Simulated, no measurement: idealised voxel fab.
Proc. module: voxel air gaps
Square cell edge 5 nm, section width 195 nm, ID cut.
Just so we're on the same page, the cross-sections are grids of square cells, and they're listed out in bands top to bottom, each band one or more rows deep. A band entry consists of two parts. The first gives the height of the band's top and the height of its bottom, in nm. The rest lists the band's materials from left to right, each with its width in nm. A single material labelled with the word "everywhere" fills the band from edge to edge, and the word "empty" marks empty space. All heights in this document are referenced to 0, defined as the level beneath which the wafer, as received, consists entirely of one material. The lowest band is not bounded below; it extends indefinitely downward and is written in the form "from 0 down". Top row gets the first number, bottom row gets the second, and each row in between changes by the same step: that is how a band width like "30->40" works. Step note "no change occurred" = no cross-section cell changed. Closed-off voids of 8+ cells (no open route to the top) go in "Fully enclosed voids", written width x height at distance from the left edge, in nm. On each step's line, the part that comes after the settings is the simulator's own comment on the step. A step line may carry the setting "overlay nm", which, for steps involving a mask, states the distance by which the mask lay to the right of its intended position; negative values denote displacement to the left.

# The steps planned for the process are as follows
1 op RECEIVE | material Si
2 op CONFORMAL_DEP | material SiO2 | thk nm 10
3 op CONFORMAL_DEP | material SiN | thk nm 5
4 op DIRECTIONAL_DEP | material SiO2 | thk nm 35
5 op MASKED_ETCH | tone open | mask id LINES | width nm 15 | pitch nm 40 | etch materials SiO2 | depth nm 35 | overlay nm 0
6 op CONFORMAL_DEP | material TiN | thk nm 5
7 op FILL_DEP | material W | thk nm 10
8 op CMP | height nm 50
9 op EPI | material Ru | thk nm 10
10 op SELECTIVE_ETCH | etch materials SiO2 | depth nm 45
11 op CONFORMAL_DEP | material SiN | thk nm 5

# Cross-section: wafer on arrival = after step 1
- from 0 down = Si everywhere
- Fully enclosed voids: none

# Final wafer profile in cross-section after the module, from the same start and plan as above, with one mistake made during processing
- from 65 to 60 = empty 30 nm, SiN 125 nm, empty 40 nm
- from 60 to 50 = empty 30 nm, SiN 5 nm, Ru 35 nm, SiN 5 nm, Ru 35 nm, SiN 5 nm, Ru 35 nm, SiN 5 nm, empty 40 nm
- from 50 to 45 = empty 30 nm, SiN 15 nm, TiN 5 nm, W 5 nm, TiN 5 nm, SiN 25 nm, TiN 5 nm, W 5 nm, TiN 5 nm, SiN 25 nm, TiN 5 nm, W 5 nm, TiN 5 nm, SiN 15 nm, empty 40 nm
- from 45 to 20 = empty 40 nm, SiN 5 nm, TiN 5 nm, W 5 nm, TiN 5 nm, SiN 5 nm, empty 15 nm, SiN 5 nm, TiN 5 nm, W 5 nm, TiN 5 nm, SiN 5 nm, empty 15 nm, SiN 5 nm, TiN 5 nm, W 5 nm, TiN 5 nm, SiN 5 nm, empty 50 nm
- from 20 to 15 = SiN 45 nm, TiN 15 nm, SiN 25 nm, TiN 15 nm, SiN 25 nm, TiN 15 nm, SiN 55 nm
- from 15 to 10 = SiN everywhere
- from 10 to 0 = SiO2 everywhere
- from 0 down = Si everywhere
- Fully enclosed voids: 15 x 25 at 65; 15 x 25 at 105
Here's what went sideways: it should be noted that step 5 was executed with settings other than those planned, the operation and settings actually applied being op MASKED_ETCH | tone open | mask id LINES | width nm 15 | pitch nm 40 | etch materials SiO2 | depth nm 35 | overlay nm -5
